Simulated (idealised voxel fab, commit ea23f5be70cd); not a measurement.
The following process module bears the name voxel capacitor over wiring.
For reference, the cross-section in this document is cut, with width 225 nm and square cells of 5 nm.
Cross-section = grid of square cells, listed top down in bands; band = one or more rows.
Heights first: top, then bottom, in nm. Then materials, left to right, each with a width in nm. "throughout" on a single material: fills the band edge to edge. "blank": empty space.
Height reference: 0 = level under which incoming wafer is all one material. Lowest band: no bottom, runs on downward, e.g. "top 0, no bottom".
Width spec "30->40" -> top row of cells at first value, bottom row at second value, equal per-row change in between.
"nothing changed" for a step: no cell of the cross-section changed in that step.
"Closed void register" contains a list of empty spaces, each no smaller than 8 cells and without an open way to the top, written in the form width x height at distance with the distance from the left edge and all three in nm.
Step line, after settings: the simulator's comment on this step.
overlay nm: step with mask; distance mask lay right of planned place; negative value = left of planned place.
Pairs follow: section before one process step, section after it down to the lowest changed band, step with settings underneath. Pairs may come from different runs of this module on the same starting wafer; continuity with the pair above only as stated in the "Before processing step" entry.
Before processing step:
> top 100, bottom 90 = 65 nm W  5 nm TiN  15 nm SiO2  5 nm TiN  135 nm W
> top 90, bottom 85 = 70 nm TiN  15 nm SiO2  140 nm TiN
> top 85, bottom 80 = 60 nm SiO2  75 nm TiN  90 nm SiO2
> top 80, bottom 75 = 60 nm SiO2  75 nm Al2O3  90 nm SiO2
> top 75, bottom 65 = 55 nm SiO2  85 nm TiN  85 nm SiO2
> top 65, bottom 45 = 60 nm lowk  5 nm TiN  5 nm W  5 nm TiN  150 nm lowk
> top 45, bottom 40 = 60 nm SiCN  15 nm TiN  150 nm SiCN
> top 40, bottom 35 = 40 nm SiCN  40 nm Ru  60 nm SiCN  40 nm Ru  45 nm SiCN
> top 35, bottom 15 = 45 nm SiO2  5 nm TiN  20 nm Cu  5 nm TiN  70 nm SiO2  5 nm TiN  20 nm Cu  5 nm TiN  50 nm SiO2
> top 15, bottom 10 = 45 nm SiCN  30 nm TiN  70 nm SiCN  30 nm TiN  50 nm SiCN
> top 10, bottom 0 = SiO2 throughout
> top 0, no bottom = Si throughout
> Closed void register: none
Section After Processing:
> top 105, bottom 100 = SiN throughout
> At heights below 100, the structure remains unaltered.
> Closed void register: none
So what happens between those two cross-sections up there? CONFORMAL_DEP,material SiN,thk nm 5
